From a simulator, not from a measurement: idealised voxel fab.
Title: Process Module voxel fin reveal
In the cross-section labelled cut, the width is 215 nm and each square cell is 5 nm.
Throughout this document, each cross-section is represented as a grid of square cells and is presented as a sequence of bands enumerated from the top downward, where a band comprises one or more rows of cells. First you get the band's top height and its bottom height, in nm, and then the materials it's made of, left to right, with each width in nm. If you see a single material with "all across", that one covers the band edge to edge. "empty" is empty space. Where do heights start? At 0: under that level the wafer as delivered is made of one material only. And the lowest band has no floor; it just carries on downward, as in "from 0 down". The two numbers in a width such as "30->40" mark its ends across the band: the first belongs to the top row of cells, the second to the bottom row, and from each row to the next the width moves by the same amount. Key: "remained the same" - step with no changed cell in the cross-section. So "Fully closed voids" is basically the list of trapped voids: any empty space of 8 cells or more that can't reach the top through an opening. They're written width x height at distance, the distance being from the left edge, and it's all nm. Whatever follows a step's settings on its line is a remark the simulator itself makes about that step. The setting "overlay nm" may be written on the line of a step. When the step uses a mask, the value reports how far to the right of the planned place the mask lay, and a negative value reports that it lay to the left.
plan
1 RECEIVE | material Si
2 CONFORMAL_DEP | material SiN | thk nm 5
3 MASKED_ETCH | tone cover | mask id FINS | width nm 15 | pitch nm 40 | etch materials SiN | depth nm 5 | overlay nm 0
4 MASKED_ETCH | tone cover | mask id FINS | width nm 15 | pitch nm 40 | etch materials Si | depth nm 30 | overlay nm 0
5 OXIDIZE | depth nm 5
6 FILL_DEP | material SiO2 | thk nm 10
7 CMP | height nm 5
8 SELECTIVE_ETCH | etch materials SiO2 | depth nm 25
9 STRIP | etch materials SiN
Delivered wafer in cross-section: state after step 1
  from 0 down = Si all across
  Fully closed voids: none
Module complete, cross-section. Starting point and plan per above. One mistake made in running the module
  from 0 to -20 = empty 65; Si 10; empty 30; Si 10; empty 30; Si 10; empty 60
  from -20 to -35 = SiO2 65; Si 10; SiO2 30; Si 10; SiO2 30; Si 10; SiO2 60
  from -35 down = Si all across
  Fully closed voids: none
Here's what went sideways: for step 3, the planned setting was not used; the step was instead run as MASKED_ETCH | tone cover | mask id FINS | width nm 20 | pitch nm 40 | etch materials SiN | depth nm 5 | overlay nm 0
